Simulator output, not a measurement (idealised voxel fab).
The document below concerns the process module designated voxel quadruple lines.
Cross-section cut spans 260 nm and uses square cells 5 nm in size.
Cross-sections here: square-cell grids, written as top-down lists of bands, a band being one or more rows of cells.
This entry defines a band. It first specifies the height of the band's top and the height of its bottom in nm, and then specifies the band's materials from left to right, stating each material with its width in nm. The word "all across" identifies a single material that fills the band from edge to edge, while the word "empty" identifies empty space.
All heights in this document are referenced to 0, defined as the level beneath which the wafer, as received, consists entirely of one material. The lowest band is not bounded below; it extends indefinitely downward and is written in the form "0 -> down".
Think of "30->40" as a width that walks from the first number to the second as you go down the band, top row to bottom row, taking equal-sized steps from row to row.
Given "no modifications" for a step, no cell of the cross-section differs between before and after that step.
The list in "Catalogued sealed voids" covers empty spaces of 8 cells or more that cannot reach the top through any open way, and it gives each as width x height at distance; the distance is from the left edge, and width, height and distance are in nm.
Whatever follows a step's settings on its line is a remark the simulator itself makes about that step.
The "overlay nm" setting may appear on a step's line; for a step that uses a mask, it gives how far to the right of its planned position the mask lay, and a negative value indicates the left.

## The planned process steps are enumerated hereunder
1) RECEIVE [material Si]
2) CONFORMAL_DEP [material SiO2] [thk nm 10]
3) DIRECTIONAL_DEP [material Ru] [thk nm 10]
4) DIRECTIONAL_DEP [material polySi] [thk nm 20]
5) DIRECTIONAL_DEP [material aC] [thk nm 20]
6) PATTERN [tone cover] [mask id MANDREL] [material resist] [width nm 35] [pitch nm 100] [thk nm 30] [overlay nm 0]
7) DIRECTIONAL_ETCH [etch materials aC] [depth nm 20]
8) STRIP [etch materials resist]
9) CONFORMAL_DEP [material SiO2] [thk nm 15]
10) DIRECTIONAL_ETCH [etch materials SiO2] [depth nm 15]
11) STRIP [etch materials aC]
12) DIRECTIONAL_ETCH [etch materials polySi] [depth nm 20]
13) STRIP [etch materials SiO2]
14) CONFORMAL_DEP [material SiCN] [thk nm 10]
15) DIRECTIONAL_ETCH [etch materials SiCN] [depth nm 10]
16) STRIP [etch materials polySi]
17) DIRECTIONAL_ETCH [etch materials Ru] [depth nm 10]
18) STRIP [etch materials SiCN]
19) FILL_DEP [material lowk] [thk nm 5]
20) CMP [height nm 20]

## Cross-section, incoming material, after step 1
0 -> down: Si all across
Catalogued sealed voids: none

## Post-module cross-section of the first of two wafers (run per plan)
20 -> 10: 35 nm lowk  10 nm Ru  15 nm lowk  10 nm Ru  15 nm lowk  10 nm Ru  15 nm lowk  10 nm Ru  15 nm lowk  10 nm Ru  15 nm lowk  10 nm Ru  15 nm lowk  10 nm Ru  15 nm lowk  10 nm Ru  40 nm lowk
10 -> 0: SiO2 all across
0 -> down: Si all across
Catalogued sealed voids: none

## This cross-section belongs to the second wafer of two at the end of the module; the start and the plan were shared with the first, and the run included one mistake
20 -> 10: 40 nm lowk  10 nm Ru  15 nm lowk  10 nm Ru  10 nm lowk  10 nm Ru  15 nm lowk  10 nm Ru  20 nm lowk  10 nm Ru  15 nm lowk  10 nm Ru  10 nm lowk  10 nm Ru  15 nm lowk  10 nm Ru  40 nm lowk
10 -> 0: SiO2 all across
0 -> down: Si all across
Catalogued sealed voids: none
Diagnosis: step 6 was run on a setting that differed from the plan, and what really ran there is PATTERN [tone cover] [mask id MANDREL] [material resist] [width nm 30] [pitch nm 100] [thk nm 30] [overlay nm 0]
Final wafers compared: equal cell tally per material, rearranged layout.
